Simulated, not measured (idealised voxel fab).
process module | voxel transistor to metal
cross-section cut | 275 nm wide | cells 5 nm
A cross-section is a grid of square cells, given in bands from the top down. A band is one or more rows of cells.
Each band's line starts with the height of the band's top and of its bottom, in nm. Then come its materials from left to right, each with its width in nm. One material with "throughout" fills the band from edge to edge. "air" is empty space.
Height 0 is the level under which the wafer as received is all one material. The lowest band goes on downwards, as in "0 down".
A width such as "30 to 40" changes by the same amount from each row of cells to the next, from the band's top row to its bottom row.
"no change" after a step means that no cell of the cross-section changed.
closed voids: empty space of 8 cells or more with no open way to the top, each as width x height at its distance from the left edge, in nm
after a step's settings: what the simulator itself notes on the step
overlay nm, on a step with a mask: how far to the right of its planned place the mask lay; to the left if negative
plan
1 op RECEIVE | material Si
2 op CONFORMAL_DEP | material SiO2 | thk nm 5
3 op CONFORMAL_DEP | material SiN | thk nm 10
4 op DIRECTIONAL_DEP | material aC | thk nm 10
5 op PATTERN | tone cover | mask id ACTIVE | material resist | width nm 105 | pitch nm 125 | thk nm 30 | overlay nm 0
6 op DIRECTIONAL_ETCH | etch materials aC | depth nm 10
7 op STRIP | etch materials resist
8 op DIRECTIONAL_ETCH | etch materials SiN | depth nm 10
9 op DIRECTIONAL_ETCH | etch materials SiO2 | depth nm 5
10 op DIRECTIONAL_ETCH | etch materials Si | depth nm 20
11 op STRIP | etch materials aC
12 op OXIDIZE | depth nm 5
13 op FILL_DEP | material SiO2 | thk nm 15
14 op CMP | height nm 15
15 op SELECTIVE_ETCH | etch materials SiO2 | depth nm 10
16 op STRIP | etch materials SiN
17 op SELECTIVE_ETCH | etch materials SiO2 | depth nm 5
18 op OXIDIZE | depth nm 5
19 op DIRECTIONAL_DEP | material polySi | thk nm 25
20 op DIRECTIONAL_DEP | material SiCN | thk nm 15
21 op PATTERN | tone cover | mask id GATE | material resist | width nm 25 | pitch nm 125 | thk nm 15 | overlay nm 0
22 op DIRECTIONAL_ETCH | etch materials SiCN | depth nm 25
23 op DIRECTIONAL_ETCH | etch materials polySi | depth nm 35
24 op STRIP | etch materials resist
25 op CONFORMAL_DEP | material SiO2 | thk nm 5
26 op DIRECTIONAL_ETCH | etch materials SiO2 | depth nm 5
27 op CONFORMAL_DEP | material SiN | thk nm 10
28 op DIRECTIONAL_ETCH | etch materials SiN | depth nm 10
29 op DIRECTIONAL_ETCH | etch materials SiO2 | depth nm 5
30 op EPI | material SiGe | thk nm 5
31 op FILL_DEP | material SiO2 | thk nm 10
32 op CMP | height nm 25
33 op STRIP | etch materials polySi
34 op SELECTIVE_ETCH | etch materials SiO2 | depth nm 5
35 op CONFORMAL_DEP | material HfO2 | thk nm 5
36 op CONFORMAL_DEP | material TiN | thk nm 5
37 op FILL_DEP | material W | thk nm 5
38 op CMP | height nm 20
39 op DIRECTIONAL_DEP | material SiO2 | thk nm 10
40 op MASKED_ETCH | tone open | mask id CONTACT | width nm 15 | etch materials SiO2 | depth nm 30 | overlay nm 0
41 op CONFORMAL_DEP | material TiN | thk nm 5
42 op FILL_DEP | material Ru | thk nm 5
43 op CMP | height nm 30
44 op DIRECTIONAL_DEP | material TiN | thk nm 5
45 op DIRECTIONAL_DEP | material Ru | thk nm 25
46 op PATTERN | tone cover | mask id METAL_1 | material resist | width nm 15 | thk nm 20 | overlay nm 0
47 op DIRECTIONAL_ETCH | etch materials Ru | depth nm 25
48 op DIRECTIONAL_ETCH | etch materials TiN | depth nm 5
49 op STRIP | etch materials resist
50 op FILL_DEP | material lowk | thk nm 5
51 op CMP | height nm 60
52 op CONFORMAL_DEP | material SiN | thk nm 5
as received, after step 1
  0 down: Si throughout
  closed voids: none
first wafer at the end, as planned
  65 to 60: SiN throughout
  60 to 35: lowk 25 | Ru 15 | lowk 65 | Ru 15 | lowk 30 | Ru 15 | lowk 65 | Ru 15 | lowk 30
  35 to 30: lowk 25 | TiN 15 | lowk 65 | TiN 15 | lowk 30 | TiN 15 | lowk 65 | TiN 15 | lowk 30
  30 to 20: SiO2 25 | TiN 5 | Ru 5 | TiN 5 | SiO2 65 | TiN 5 | Ru 5 | TiN 5 | SiO2 30 | TiN 5 | Ru 5 | TiN 5 | SiO2 65 | TiN 5 | Ru 5 | TiN 5 | SiO2 30
  20 to 5: SiO2 25 | TiN 5 | Ru 5 | TiN 5 | SiO2 5 | SiN 10 | HfO2 5 | TiN 5 | W 15 | TiN 5 | HfO2 5 | SiN 10 | SiO2 5 | TiN 5 | Ru 5 | TiN 5 | SiO2 30 | TiN 5 | Ru 5 | TiN 5 | SiO2 5 | SiN 10 | HfO2 5 | TiN 5 | W 15 | TiN 5 | HfO2 5 | SiN 10 | SiO2 5 | TiN 5 | Ru 5 | TiN 5 | SiO2 30
  5 to 0: SiO2 25 | TiN 15 | SiO2 5 | SiN 10 | HfO2 5 | TiN 25 | HfO2 5 | SiN 10 | SiO2 5 | TiN 15 | SiO2 30 | TiN 15 | SiO2 5 | SiN 10 | HfO2 5 | TiN 25 | HfO2 5 | SiN 10 | SiO2 5 | TiN 15 | SiO2 30
  0 to -5: SiO2 20 | SiGe 25 | SiO2 10 | HfO2 35 | SiO2 10 | SiGe 25 | SiO2 20 | SiGe 25 | SiO2 10 | HfO2 35 | SiO2 10 | SiGe 25 | SiO2 25
  -5 to -25: SiO2 25 | Si 95 | SiO2 30 | Si 95 | SiO2 30
  -25 down: Si throughout
  closed voids: none
second wafer at the end: like start, like plan, one mistake
  65 to 60: SiN throughout
  60 to 35: lowk 25 | Ru 15 | lowk 65 | Ru 15 | lowk 30 | Ru 15 | lowk 65 | Ru 15 | lowk 30
  35 to 30: lowk 25 | TiN 15 | lowk 65 | TiN 15 | lowk 30 | TiN 15 | lowk 65 | TiN 15 | lowk 30
  30 to 25: SiO2 35 | TiN 5 | Ru 5 | TiN 5 | SiO2 65 | TiN 5 | Ru 5 | TiN 5 | SiO2 30 | TiN 5 | Ru 5 | TiN 5 | SiO2 65 | TiN 5 | Ru 5 | TiN 5 | SiO2 20
  25 to 20: SiO2 35 | TiN 15 | SiO2 65 | TiN 5 | Ru 5 | TiN 5 | SiO2 30 | TiN 15 | SiO2 65 | TiN 5 | Ru 5 | TiN 5 | SiO2 20
  20 to 5: SiO2 35 | TiN 10 | SiN 10 | HfO2 5 | TiN 5 | W 15 | TiN 5 | HfO2 5 | SiN 10 | SiO2 15 | TiN 5 | Ru 5 | TiN 5 | SiO2 30 | TiN 10 | SiN 10 | HfO2 5 | TiN 5 | W 15 | TiN 5 | HfO2 5 | SiN 10 | SiO2 15 | TiN 5 | Ru 5 | TiN 5 | SiO2 20
  5 to 0: SiO2 35 | TiN 10 | SiN 10 | HfO2 5 | TiN 25 | HfO2 5 | SiN 10 | SiO2 15 | TiN 15 | SiO2 30 | TiN 10 | SiN 10 | HfO2 5 | TiN 25 | HfO2 5 | SiN 10 | SiO2 15 | TiN 15 | SiO2 20
  0 to -5: SiO2 20 | SiGe 25 | SiO2 10 | HfO2 35 | SiO2 10 | SiGe 25 | SiO2 20 | SiGe 25 | SiO2 10 | HfO2 35 | SiO2 10 | SiGe 25 | SiO2 25
  -5 to -25: SiO2 25 | Si 95 | SiO2 30 | Si 95 | SiO2 30
  -25 down: Si throughout
  closed voids: none
what went wrong: step 40 ran as: op MASKED_ETCH | tone open | mask id CONTACT | width nm 15 | etch materials SiO2 | depth nm 30 | overlay nm 10
at the end the second wafer has, in cells: 8 fewer of Ru | 8 more of SiO2
